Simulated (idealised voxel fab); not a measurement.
The document below concerns the process module designated voxel gate over fins.
Displayed cross-section: cut, width of 225 nm, square cells sized 5 nm.
The cross-sections in this document take the form of a grid made of square cells. They are written out as bands, in order from top to bottom. Each band consists of one or more rows of cells.
For a band, the entry starts with two heights in nm, that of the top and then that of the bottom, and carries on with the band's materials in order from left to right, each alongside its width in nm; the word "all across" beside a single material means it fills the band edge to edge, and "empty" means empty space.
Heights are reckoned from 0. Under this level, the received wafer is all of one material. The bottommost band is open-ended downward, for example "0..down".
A two-number width, for instance "30->40", indicates that the width is equal to the first number in the top row of the band and to the second number in the bottom row, and that it changes by a constant amount per row of cells.
Step marked "no change"? Then no cell in the cross-section changed in it.
Any empty space of 8 cells or more lacking an open way to the top shows up in "Unvented voids" as width x height at distance, distance from the left edge, in nm.
Step line, after settings: the simulator's comment on this step.
overlay nm: right-of-plan distance of the mask on a masked step; negative values mean left-of-plan.
These are the steps we planned for the process
step 1: RECEIVE, material Si
step 2: CONFORMAL_DEP, material SiN, thk nm 10
step 3: DIRECTIONAL_DEP, material aC, thk nm 15
step 4: PATTERN, tone cover, mask id FINS, material resist, width nm 15, pitch nm 55, thk nm 35, overlay nm 0
step 5: DIRECTIONAL_ETCH, etch materials aC, depth nm 15
step 6: STRIP, etch materials resist
step 7: DIRECTIONAL_ETCH, etch materials SiN, depth nm 10
step 8: DIRECTIONAL_ETCH, etch materials Si, depth nm 40
step 9: STRIP, etch materials aC
step 10: OXIDIZE, depth nm 5
step 11: FILL_DEP, material SiO2, thk nm 5
step 12: CMP, height nm 10
step 13: DIRECTIONAL_DEP, material aC, thk nm 10
step 14: PATTERN, tone open, mask id RAIL, material resist, width nm 15, thk nm 30, overlay nm 0
step 15: DIRECTIONAL_ETCH, etch materials aC, depth nm 10
step 16: STRIP, etch materials resist
step 17: DIRECTIONAL_ETCH, etch materials SiO2, depth nm 45
step 18: STRIP, etch materials aC
step 19: CONFORMAL_DEP, material TiN, thk nm 5
step 20: FILL_DEP, material Ru, thk nm 10
step 21: CMP, height nm 10
step 22: SELECTIVE_ETCH, etch materials W Ru TiN, depth nm 30
step 23: FILL_DEP, material SiO2, thk nm 5
step 24: CMP, height nm 10
step 25: SELECTIVE_ETCH, etch materials SiO2, depth nm 25
step 26: STRIP, etch materials SiN
step 27: CONFORMAL_DEP, material HfO2, thk nm 5
step 28: CONFORMAL_DEP, material TiN, thk nm 5
step 29: CONFORMAL_DEP, material TiAl, thk nm 5
step 30: CONFORMAL_DEP, material TiN, thk nm 5
step 31: FILL_DEP, material W, thk nm 10
step 32: CMP, height nm 25
step 33: CONFORMAL_DEP, material SiCN, thk nm 10
It is noted that the wafers described herein are identical at the outset and are distinguished by the width nm of step 4; the value stated in the plan corresponds to the first wafer.
This is how the first of several wafers looked in cross-section when it arrived, which is after step 1
	0..down = Si all across
	Unvented voids: none
After the module's final step, step 33: the first of several wafers in cross-section
	35..25 = SiCN all across
	25..20 = W all across
	20..15 = 60 nm W; 45 nm TiN; 10 nm W; 45 nm TiN; 65 nm W
	15..10 = 60 nm W; 5 nm TiN; 35 nm TiAl; 5 nm TiN; 10 nm W; 5 nm TiN; 35 nm TiAl; 5 nm TiN; 65 nm W
	10..5 = 60 nm W; 5 nm TiN; 5 nm TiAl; 25 nm TiN; 5 nm TiAl; 5 nm TiN; 10 nm W; 5 nm TiN; 5 nm TiAl; 25 nm TiN; 5 nm TiAl; 5 nm TiN; 65 nm W
	5..0 = 65 nm TiN; 5 nm TiAl; 5 nm TiN; 15 nm HfO2; 5 nm TiN; 5 nm TiAl; 20 nm TiN; 5 nm TiAl; 5 nm TiN; 15 nm HfO2; 5 nm TiN; 5 nm TiAl; 70 nm TiN
	0..-5 = 70 nm TiAl; 5 nm TiN; 5 nm HfO2; 5 nm Si; 5 nm HfO2; 5 nm TiN; 30 nm TiAl; 5 nm TiN; 5 nm HfO2; 5 nm Si; 5 nm HfO2; 5 nm TiN; 75 nm TiAl
	-5..-10 = 75 nm TiN; 5 nm HfO2; 5 nm Si; 5 nm HfO2; 40 nm TiN; 5 nm HfO2; 5 nm Si; 5 nm HfO2; 80 nm TiN
	-10..-15 = 80 nm HfO2; 5 nm Si; 50 nm HfO2; 5 nm Si; 85 nm HfO2
	-15..-20 = 80 nm SiO2; 5 nm Si; 50 nm SiO2; 5 nm Si; 85 nm SiO2
	-20..-30 = 80 nm SiO2; 5 nm Si; 15 nm SiO2; 5 nm TiN; 5 nm Ru; 5 nm TiN; 20 nm SiO2; 5 nm Si; 85 nm SiO2
	-30..-35 = 80 nm SiO2; 5 nm Si; 15 nm SiO2; 15 nm TiN; 20 nm SiO2; 5 nm Si; 85 nm SiO2
	-35..-45 = 80 nm SiO2; 5 nm Si; 50 nm SiO2; 5 nm Si; 85 nm SiO2
	-45..down = Si all across
	Unvented voids: none
Cross-section of the last wafer at end of module
	35..25 = SiCN all across
	25..20 = W all across
	20..15 = 55 nm W; 115 nm TiN; 55 nm W
	15..10 = 55 nm W; 5 nm TiN; 50 nm TiAl; 5 nm TiN; 50 nm TiAl; 5 nm TiN; 55 nm W
	10..5 = 55 nm W; 5 nm TiN; 5 nm TiAl; 40 nm TiN; 5 nm TiAl; 5 nm TiN; 5 nm TiAl; 40 nm TiN; 5 nm TiAl; 5 nm TiN; 55 nm W
	5..0 = 60 nm TiN; 5 nm TiAl; 5 nm TiN; 30 nm HfO2; 5 nm TiN; 5 nm TiAl; 5 nm TiN; 5 nm TiAl; 5 nm TiN; 30 nm HfO2; 5 nm TiN; 5 nm TiAl; 60 nm TiN
	0..-5 = 65 nm TiAl; 5 nm TiN; 5 nm HfO2; 20 nm Si; 5 nm HfO2; 5 nm TiN; 15 nm TiAl; 5 nm TiN; 5 nm HfO2; 20 nm Si; 5 nm HfO2; 5 nm TiN; 65 nm TiAl
	-5..-10 = 70 nm TiN; 5 nm HfO2; 20 nm Si; 5 nm HfO2; 25 nm TiN; 5 nm HfO2; 20 nm Si; 5 nm HfO2; 70 nm TiN
	-10..-15 = 75 nm HfO2; 20 nm Si; 35 nm HfO2; 20 nm Si; 75 nm HfO2
	-15..-20 = 75 nm SiO2; 20 nm Si; 35 nm SiO2; 20 nm Si; 75 nm SiO2
	-20..-30 = 75 nm SiO2; 20 nm Si; 5 nm SiO2; 5 nm TiN; 5 nm Ru; 5 nm TiN; 15 nm SiO2; 20 nm Si; 75 nm SiO2
	-30..-35 = 75 nm SiO2; 20 nm Si; 5 nm SiO2; 15 nm TiN; 15 nm SiO2; 20 nm Si; 75 nm SiO2
	-35..-45 = 75 nm SiO2; 20 nm Si; 35 nm SiO2; 20 nm Si; 75 nm SiO2
	-45..down = Si all across
	Unvented voids: none
The following table contains a row per wafer, in which are reported, at the conclusion of the module, the cells of each material gained (+) or lost (-) since the wafer's receipt, with its closed voids given thereafter
width nm 15, +57 HfO2, +2 Ru, -387 Si, +90 SiCN, +249 SiO2, +57 TiAl, +121 TiN, +126 W, Unvented voids: none
width nm 20, +57 HfO2, +2 Ru, -369 Si, +90 SiCN, +237 SiO2, +57 TiAl, +121 TiN, +120 W, Unvented voids: none
width nm 25, +57 HfO2, +2 Ru, -351 Si, +90 SiCN, +225 SiO2, +57 TiAl, +121 TiN, +114 W, Unvented voids: none
width nm 30, +57 HfO2, +2 Ru, -333 Si, +90 SiCN, +213 SiO2, +57 TiAl, +118 TiN, +111 W, Unvented voids: none
